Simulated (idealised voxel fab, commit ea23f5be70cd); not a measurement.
process module | voxel released beams
cross-section cut | 220 nm wide | cells 5 nm
A cross-section is a grid of square cells, given in bands from the top down. A band is one or more rows of cells.
Each band's line starts with the height of the band's top and of its bottom, in nm. Then come its materials from left to right, each with its width in nm. One material with "throughout" fills the band from edge to edge. "air" is empty space.
Height 0 is the level under which the wafer as received is all one material. The lowest band goes on downwards, as in "0 down".
A width such as "30 to 40" changes by the same amount from each row of cells to the next, from the band's top row to its bottom row.
"no change" after a step means that no cell of the cross-section changed.
closed voids: empty space of 8 cells or more with no open way to the top, each as width x height at its distance from the left edge, in nm
after a step's settings: what the simulator itself notes on the step
overlay nm, on a step with a mask: how far to the right of its planned place the mask lay; to the left if negative
plan
1 op RECEIVE | material Si
2 op CONFORMAL_DEP | material SiN | thk nm 5
3 op DIRECTIONAL_DEP | material SiO2 | thk nm 10
4 op MASKED_ETCH | tone open | mask id ANCHOR | width nm 35 | etch materials SiO2 | depth nm 10 | overlay nm 0
5 op CONFORMAL_DEP | material TiN | thk nm 15
6 op DIRECTIONAL_DEP | material aC | thk nm 10
7 op PATTERN | tone cover | mask id BEAM | material resist | width nm 90 | thk nm 30 | overlay nm 0
8 op DIRECTIONAL_ETCH | etch materials aC | depth nm 10
9 op STRIP | etch materials resist
10 op DIRECTIONAL_ETCH | etch materials TiN | depth nm 15
11 op STRIP | etch materials aC
12 op STRIP | etch materials SiO2
as received, after step 1
  0 down: Si throughout
  closed voids: none
first wafer at the end, as planned
  30 to 20: air 60 | TiN 20 | air 5 | TiN 65 | air 70
  20 to 15: air 60 | TiN 90 | air 70
  15 to 5: air 65 | TiN 35 | air 120
  5 to 0: SiN throughout
  0 down: Si throughout
  closed voids: none
second wafer at the end: like start, like plan, one mistake
  30 to 20: air 60 | TiN 15 | air 5 | TiN 70 | air 70
  20 to 15: air 60 | TiN 90 | air 70
  15 to 5: air 60 | TiN 35 | air 125
  5 to 0: SiN throughout
  0 down: Si throughout
  closed voids: none
what went wrong: step 4 ran as: op MASKED_ETCH | tone open | mask id ANCHOR | width nm 35 | etch materials SiO2 | depth nm 10 | overlay nm -5
at the end the second wafer has, in cells: as many of each material as the first, in other places
